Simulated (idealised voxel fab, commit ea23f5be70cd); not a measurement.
A process module follows: voxel self aligned vias.
Pictured: cross-section cut, 155 nm wide, on a grid of 5 nm square cells.
If you're reading a cross-section in this doc, picture square cells in a grid; it comes to you as bands, top ones listed first down to the bottom, and a band can be one or more rows of cells. The band entry comprises the height of the band's top followed by the height of its bottom, expressed in nm, and subsequently the band's materials from left to right, each stated together with its width in nm. Where a single material is marked with the word "all across", that material fills the band from edge to edge. The word "air" represents empty space. Basically, 0 is our baseline, since under it the wafer straight out of the box is all one material. The bottom band has no lower end and keeps on going down, so it looks like "from 0 down". Top row gets the first number, bottom row gets the second, and each row in between changes by the same step: that is how a band width like "30..40" works. "no change" after a step means that no cell of the cross-section changed. Empty spaces counting at least 8 cells and having no open way to the top are listed in "Enclosed cavity list". The notation width x height at distance is used for each, the distance being from the left edge and all three values in nm. Where a step's line continues beyond its settings, the continuation is a remark by the simulator itself on that step. overlay nm: on a step with a mask, how far right of its planned place the mask lay; negative means left.
**Steps planned for the process**
1: RECEIVE,material Si
2: CONFORMAL_DEP,material SiO2,thk nm 10
3: CONFORMAL_DEP,material SiCN,thk nm 5
4: DIRECTIONAL_DEP,material lowk,thk nm 30
5: MASKED_ETCH,tone open,mask id LINES,width nm 30,pitch nm 65,etch materials lowk,depth nm 30,overlay nm 0
6: CONFORMAL_DEP,material TiN,thk nm 5
7: FILL_DEP,material Ru,thk nm 10
8: CMP,height nm 45
9: SELECTIVE_ETCH,etch materials W Ru TiN,depth nm 5
10: FILL_DEP,material SiN,thk nm 10
11: CMP,height nm 45
12: DIRECTIONAL_DEP,material lowk,thk nm 15
13: PATTERN,tone open,mask id VIAS,material resist,width nm 50,thk nm 15,overlay nm 0
14: DIRECTIONAL_ETCH,etch materials lowk,depth nm 15
15: DIRECTIONAL_ETCH,etch materials SiN,depth nm 5
16: STRIP,etch materials resist
17: CONFORMAL_DEP,material TiN,thk nm 5
18: FILL_DEP,material Cu,thk nm 5
19: CMP,height nm 60
20: CONFORMAL_DEP,material SiCN,thk nm 5
**Cross-section of the wafer at receipt, which is the condition after step 1**
- from 0 down  Si all across
- Enclosed cavity list: none
**First of two wafers: cross-section at end of module, run per plan**
- from 65 to 60  SiCN all across
- from 60 to 50  20 lowk, 5 TiN, 40 Cu, 5 TiN, 85 lowk
- from 50 to 45  20 lowk, 15 TiN, 20 Cu, 15 TiN, 85 lowk
- from 45 to 40  30 lowk, 30 TiN, 35 lowk, 30 SiN, 30 lowk
- from 40 to 20  30 lowk, 5 TiN, 20 Ru, 5 TiN, 35 lowk, 5 TiN, 20 Ru, 5 TiN, 30 lowk
- from 20 to 15  30 lowk, 30 TiN, 35 lowk, 30 TiN, 30 lowk
- from 15 to 10  SiCN all across
- from 10 to 0  SiO2 all across
- from 0 down  Si all across
- Enclosed cavity list: none
**Cross-sectional view: second of two wafers, end of module; start and plan identical to the first, one mistake in running**
- from 65 to 60  SiCN all across
- from 60 to 50  15 lowk, 5 TiN, 50 Cu, 5 TiN, 80 lowk
- from 50 to 45  15 lowk, 20 TiN, 20 Cu, 20 TiN, 80 lowk
- from 45 to 40  30 lowk, 30 TiN, 35 lowk, 30 SiN, 30 lowk
- from 40 to 20  30 lowk, 5 TiN, 20 Ru, 5 TiN, 35 lowk, 5 TiN, 20 Ru, 5 TiN, 30 lowk
- from 20 to 15  30 lowk, 30 TiN, 35 lowk, 30 TiN, 30 lowk
- from 15 to 10  SiCN all across
- from 10 to 0  SiO2 all across
- from 0 down  Si all across
- Enclosed cavity list: none
what went wrong: step 13: run off-plan, actual operation and settings PATTERN,tone open,mask id VIAS,material resist,width nm 60,thk nm 15,overlay nm 0
Wrapping up, a cell-based count of both wafers puts the second over or under the first for these materials: Cu +4, TiN +2, lowk -6
